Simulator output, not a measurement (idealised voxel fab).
Process module in this document: voxel gate over fins
This is section cut - it's 250 nm across, gridded in 5 nm square cells.
The cross-sections in this document take the form of a grid made of square cells. They are written out as bands, in order from top to bottom. Each band consists of one or more rows of cells. What a band's entry tells you: where the top is and where the bottom is, as heights in nm, and after that what lies inside, material by material from left to right, each with its width in nm. Empty space is written as the word "empty", and a single material marked with the word "throughout" occupies the band from edge to edge. Height datum 0, below which the as-received substrate wafer is one material. Lowest band open at the bottom, running downward: "0 and below". Graded width ("30..40"): value in top row of band = first number; value in bottom row = second number; row-to-row change constant. Reading "no alterations made" for a step: not a cell of the cross-section changed in it. The entry titled "Sealed void inventory" provides the empty spaces that have no open way to the top, restricted to those of 8 cells or more. Each is presented as width x height at distance, the distance being measured from the left edge, with all three in nm. Whatever follows a step's settings on its line is a remark the simulator itself makes about that step. overlay nm, on a step with a mask: how far to the right of its planned place the mask lay; to the left if negative.

### Steps in the process plan
1. op RECEIVE | material Si
2. op CONFORMAL_DEP | material SiN | thk nm 5
3. op MASKED_ETCH | tone cover | mask id FINS | width nm 15 | pitch nm 60 | etch materials SiN | depth nm 5 | overlay nm 0
4. op MASKED_ETCH | tone cover | mask id FINS | width nm 15 | pitch nm 60 | etch materials Si | depth nm 40 | overlay nm 0
5. op OXIDIZE | depth nm 5
6. op FILL_DEP | material SiO2 | thk nm 10
7. op CMP | height nm 5
8. op DIRECTIONAL_DEP | material aC | thk nm 10
9. op PATTERN | tone open | mask id RAIL | material resist | width nm 15 | thk nm 30 | overlay nm 0
10. op DIRECTIONAL_ETCH | etch materials aC | depth nm 10
11. op STRIP | etch materials resist
12. op DIRECTIONAL_ETCH | etch materials SiO2 | depth nm 40
13. op STRIP | etch materials aC
14. op CONFORMAL_DEP | material TiN | thk nm 5
15. op FILL_DEP | material W | thk nm 10
16. op CMP | height nm 5
17. op SELECTIVE_ETCH | etch materials W Ru TiN | depth nm 25
18. op FILL_DEP | material SiO2 | thk nm 5
19. op CMP | height nm 5
20. op SELECTIVE_ETCH | etch materials SiO2 | depth nm 15
21. op STRIP | etch materials SiN
22. op CONFORMAL_DEP | material HfO2 | thk nm 5
23. op CONFORMAL_DEP | material TiN | thk nm 5
24. op CONFORMAL_DEP | material TiAl | thk nm 5
25. op CONFORMAL_DEP | material TiN | thk nm 5
26. op FILL_DEP | material W | thk nm 10
27. op CMP | height nm 25
28. op CONFORMAL_DEP | material SiN | thk nm 10

### Delivered wafer in cross-section: state after step 1
> 0 and below: Si throughout
> Sealed void inventory: none

### Module complete - cross-section of the first of two wafers, run according to plan
> 35 down to 25: SiN throughout
> 25 down to 20: W throughout
> 20 down to 15: W: 40  TiN: 45  W: 15  TiN: 45  W: 15  TiN: 45  W: 45
> 15 down to 10: W: 40  TiN: 5  TiAl: 35  TiN: 5  W: 15  TiN: 5  TiAl: 35  TiN: 5  W: 15  TiN: 5  TiAl: 35  TiN: 5  W: 45
> 10 down to 5: TiN: 45  TiAl: 5  TiN: 25  TiAl: 5  TiN: 25  TiAl: 5  TiN: 25  TiAl: 5  TiN: 25  TiAl: 5  TiN: 25  TiAl: 5  TiN: 50
> 5 down to 0: TiAl: 50  TiN: 5  HfO2: 15  TiN: 5  TiAl: 35  TiN: 5  HfO2: 15  TiN: 5  TiAl: 35  TiN: 5  HfO2: 15  TiN: 5  TiAl: 55
> 0 down to -5: TiN: 55  HfO2: 5  Si: 5  HfO2: 5  TiN: 45  HfO2: 5  Si: 5  HfO2: 5  TiN: 45  HfO2: 5  Si: 5  HfO2: 5  TiN: 60
> -5 down to -10: HfO2: 60  Si: 5  HfO2: 55  Si: 5  HfO2: 55  Si: 5  HfO2: 65
> -10 down to -20: SiO2: 60  Si: 5  SiO2: 55  Si: 5  SiO2: 55  Si: 5  SiO2: 65
> -20 down to -30: SiO2: 60  Si: 5  SiO2: 20  TiN: 5  W: 5  TiN: 5  SiO2: 20  Si: 5  SiO2: 55  Si: 5  SiO2: 65
> -30 down to -35: SiO2: 60  Si: 5  SiO2: 20  TiN: 15  SiO2: 20  Si: 5  SiO2: 55  Si: 5  SiO2: 65
> -35 down to -45: SiO2: 60  Si: 5  SiO2: 55  Si: 5  SiO2: 55  Si: 5  SiO2: 65
> -45 and below: Si throughout
> Sealed void inventory: none

### Cross-section at end of module for the second wafer of two, which matched the first in starting point and plan and differed by one mistake in its processing
> 35 down to 25: SiN throughout
> 25 down to 20: W throughout
> 20 down to 15: W: 40  TiN: 45  W: 15  TiN: 45  W: 15  TiN: 45  W: 45
> 15 down to 10: W: 40  TiN: 5  TiAl: 35  TiN: 5  W: 15  TiN: 5  TiAl: 35  TiN: 5  W: 15  TiN: 5  TiAl: 35  TiN: 5  W: 45
> 10 down to 5: TiN: 45  TiAl: 5  TiN: 25  TiAl: 5  TiN: 25  TiAl: 5  TiN: 25  TiAl: 5  TiN: 25  TiAl: 5  TiN: 25  TiAl: 5  TiN: 50
> 5 down to 0: TiAl: 50  TiN: 5  HfO2: 15  TiN: 5  TiAl: 35  TiN: 5  HfO2: 15  TiN: 5  TiAl: 35  TiN: 5  HfO2: 15  TiN: 5  TiAl: 55
> 0 down to -5: TiN: 55  HfO2: 5  Si: 5  HfO2: 5  TiN: 45  HfO2: 5  Si: 5  HfO2: 5  TiN: 45  HfO2: 5  Si: 5  HfO2: 5  TiN: 60
> -5 down to -10: HfO2: 60  Si: 5  HfO2: 55  Si: 5  HfO2: 55  Si: 5  HfO2: 65
> -10 down to -20: SiO2: 60  Si: 5  SiO2: 55  Si: 5  SiO2: 55  Si: 5  SiO2: 65
> -20 down to -30: W: 50  TiN: 5  SiO2: 5  Si: 5  SiO2: 5  TiN: 5  W: 5  TiN: 5  SiO2: 15  TiN: 5  W: 5  TiN: 5  SiO2: 5  Si: 5  SiO2: 5  TiN: 5  W: 35  TiN: 5  SiO2: 5  Si: 5  SiO2: 5  TiN: 5  W: 55
> -30 down to -35: TiN: 55  SiO2: 5  Si: 5  SiO2: 5  TiN: 15  SiO2: 15  TiN: 15  SiO2: 5  Si: 5  SiO2: 5  TiN: 45  SiO2: 5  Si: 5  SiO2: 5  TiN: 60
> -35 down to -45: SiO2: 60  Si: 5  SiO2: 55  Si: 5  SiO2: 55  Si: 5  SiO2: 65
> -45 and below: Si throughout
> Sealed void inventory: none
Finding, execution versus plan: step 9 changed vs plan, executed as op PATTERN | tone cover | mask id RAIL | material resist | width nm 15 | thk nm 30 | overlay nm 0
Looking at both finished wafers in cells, the second ends up ahead of or behind the first on some materials: -105 SiO2, +47 TiN, +58 W
